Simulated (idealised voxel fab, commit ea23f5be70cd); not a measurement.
process module | voxel tone inversion
cross-section cut | 295 nm wide | cells 5 nm
A cross-section is a grid of square cells, given in bands from the top down. A band is one or more rows of cells.
Each band's line starts with the height of the band's top and of its bottom, in nm. Then come its materials from left to right, each with its width in nm. One material with "throughout" fills the band from edge to edge. "air" is empty space.
Height 0 is the level under which the wafer as received is all one material. The lowest band goes on downwards, as in "0 down".
A width such as "30 to 40" changes by the same amount from each row of cells to the next, from the band's top row to its bottom row.
"no change" after a step means that no cell of the cross-section changed.
closed voids: empty space of 8 cells or more with no open way to the top, each as width x height at its distance from the left edge, in nm
after a step's settings: what the simulator itself notes on the step
overlay nm, on a step with a mask: how far to the right of its planned place the mask lay; to the left if negative
plan
1 op RECEIVE | material Si
2 op CONFORMAL_DEP | material SiN | thk nm 5
3 op DIRECTIONAL_DEP | material aC | thk nm 20
4 op PATTERN | tone cover | mask id POSTS | material resist | width nm 15 | pitch nm 30 | thk nm 25 | overlay nm -15
5 op DIRECTIONAL_ETCH | etch materials aC | depth nm 20
6 op STRIP | etch materials resist
7 op FILL_DEP | material SiO2 | thk nm 5
8 op CMP | height nm 25
9 op STRIP | etch materials aC
varied across the wafers: overlay nm of step 4. The plan shows the first wafer's value. All wafers start alike
first wafer as received, after step 1
  0 down: Si throughout
  closed voids: none
each wafer at the end: cells of each material gained (+) or lost (-) since it was received, then its closed voids
overlay nm -15 | +59 SiN | +200 SiO2 | closed voids: none
overlay nm -10 | +59 SiN | +200 SiO2 | closed voids: none
overlay nm -5 | +59 SiN | +200 SiO2 | closed voids: none
overlay nm 0 | +59 SiN | +200 SiO2 | closed voids: none
overlay nm 5 | +59 SiN | +200 SiO2 | closed voids: none
overlay nm 10 | +59 SiN | +200 SiO2 | closed voids: none
overlay nm 15 | +59 SiN | +200 SiO2 | closed voids: none
